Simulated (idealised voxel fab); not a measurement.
The name of this process module is voxel wiring stack.
Cross-section cut spans 225 nm and uses square cells 5 nm in size.
Square cells in a grid make up a cross-section in this document, and the grid is given as bands, listed from the top down, each one or more rows of cells.
Band: top height; bottom height; in nm. Then, left to right: material with width in nm, for each material. "everywhere": a single material spanning edge to edge. "empty": empty space.
Measure heights from 0. That's the level where, below it, the as-received wafer is all one material. The lowest band is bottomless and extends downward; write it as in "top 0, no bottom".
Graded width ("30 to 40"): value in top row of band = first number; value in bottom row = second number; row-to-row change constant.
Any step labelled "nothing got changed" changed none of the cells in the cross-section.
For the entry "Encapsulated voids", the listed items are empty spaces with no open way to the top whose size is 8 cells or more; each item follows the pattern width x height at distance, where distance is from the left edge and all three are in nm.
Read whatever lies past the settings on a step's line as the simulator's own remark about the step.
overlay nm: right-of-plan distance of the mask on a masked step; negative values mean left-of-plan.
BELOW IS THE LIST OF PLANNED PROCESS STEPS
1,RECEIVE with material Si
2,CONFORMAL_DEP with material SiO2, thk nm 10
3,DIRECTIONAL_DEP with material TiN, thk nm 5
4,DIRECTIONAL_DEP with material Ru, thk nm 15
5,PATTERN with tone cover, mask id METAL_1, material resist, width nm 25, pitch nm 45, thk nm 20, overlay nm 0
6,DIRECTIONAL_ETCH with etch materials Ru, depth nm 15
7,DIRECTIONAL_ETCH with etch materials TiN, depth nm 5
8,STRIP with etch materials resist
9,FILL_DEP with material lowk, thk nm 5
10,CMP with height nm 30
11,CONFORMAL_DEP with material SiCN, thk nm 5
12,DIRECTIONAL_DEP with material lowk, thk nm 30
13,MASKED_ETCH with tone open, mask id METAL_2_HOLES, width nm 15, pitch nm 45, etch materials lowk, depth nm 30, overlay nm 0
14,MASKED_ETCH with tone open, mask id METAL_2, width nm 25, pitch nm 45, etch materials lowk, depth nm 20, overlay nm 0
15,MASKED_ETCH with tone open, mask id METAL_2, width nm 25, pitch nm 45, etch materials SiCN, depth nm 5, overlay nm 0
16,CONFORMAL_DEP with material TiN, thk nm 5
17,FILL_DEP with material Cu, thk nm 5
18,CMP with height nm 65
19,CONFORMAL_DEP with material SiN, thk nm 5
WAFER AS RECEIVED: CROSS-SECTION FOLLOWING STEP 1
> top 0, no bottom = Si everywhere
> Encapsulated voids: none
LOOKING AT THE FIRST OF TWO WAFERS IN CROSS-SECTION AT END OF MODULE - RAN TO PLAN
> top 70, bottom 65 = SiN everywhere
> top 65, bottom 50 = lowk=55; TiN=5; Cu=15; TiN=5; lowk=20; TiN=5; Cu=15; TiN=5; lowk=20; TiN=5; Cu=15; TiN=5; lowk=55
> top 50, bottom 45 = lowk=55; TiN=5; Cu=5; TiN=15; lowk=20; TiN=5; Cu=5; TiN=15; lowk=20; TiN=5; Cu=5; TiN=15; lowk=55
> top 45, bottom 35 = lowk=55; TiN=5; Cu=5; TiN=5; lowk=30; TiN=5; Cu=5; TiN=5; lowk=30; TiN=5; Cu=5; TiN=5; lowk=65
> top 35, bottom 30 = SiCN=55; TiN=15; SiCN=30; TiN=15; SiCN=30; TiN=15; SiCN=65
> top 30, bottom 15 = lowk=55; Ru=25; lowk=20; Ru=25; lowk=20; Ru=25; lowk=55
> top 15, bottom 10 = lowk=55; TiN=25; lowk=20; TiN=25; lowk=20; TiN=25; lowk=55
> top 10, bottom 0 = SiO2 everywhere
> top 0, no bottom = Si everywhere
> Encapsulated voids: none
SECOND WAFER OF THE TWO, SECTIONED AT THE END OF THE MODULE. IT BEGAN LIKE THE FIRST AND FOLLOWED THE SAME PLAN, BUT ONE MISTAKE WAS MADE WHILE RUNNING IT
> top 70, bottom 65 = SiN everywhere
> top 65, bottom 50 = lowk=55; TiN=5; Cu=15; TiN=5; lowk=20; TiN=5; Cu=15; TiN=5; lowk=20; TiN=5; Cu=15; TiN=5; lowk=55
> top 50, bottom 45 = lowk=55; TiN=5; Cu=5; TiN=15; lowk=20; TiN=5; Cu=5; TiN=15; lowk=20; TiN=5; Cu=5; TiN=15; lowk=55
> top 45, bottom 35 = lowk=55; TiN=5; Cu=5; TiN=5; lowk=30; TiN=5; Cu=5; TiN=5; lowk=30; TiN=5; Cu=5; TiN=5; lowk=65
> top 35, bottom 30 = SiCN=55; TiN=15; SiCN=30; TiN=15; SiCN=30; TiN=15; SiCN=65
> top 30, bottom 25 = lowk everywhere
> top 25, bottom 10 = lowk=55; Ru=25; lowk=20; Ru=25; lowk=20; Ru=25; lowk=55
> top 10, bottom 0 = SiO2 everywhere
> top 0, no bottom = Si everywhere
> Encapsulated voids: none
What went wrong in running the wafer? plan step 3 was not performed, having been skipped
at the end the second wafer has, in cells: TiN -15, lowk +15
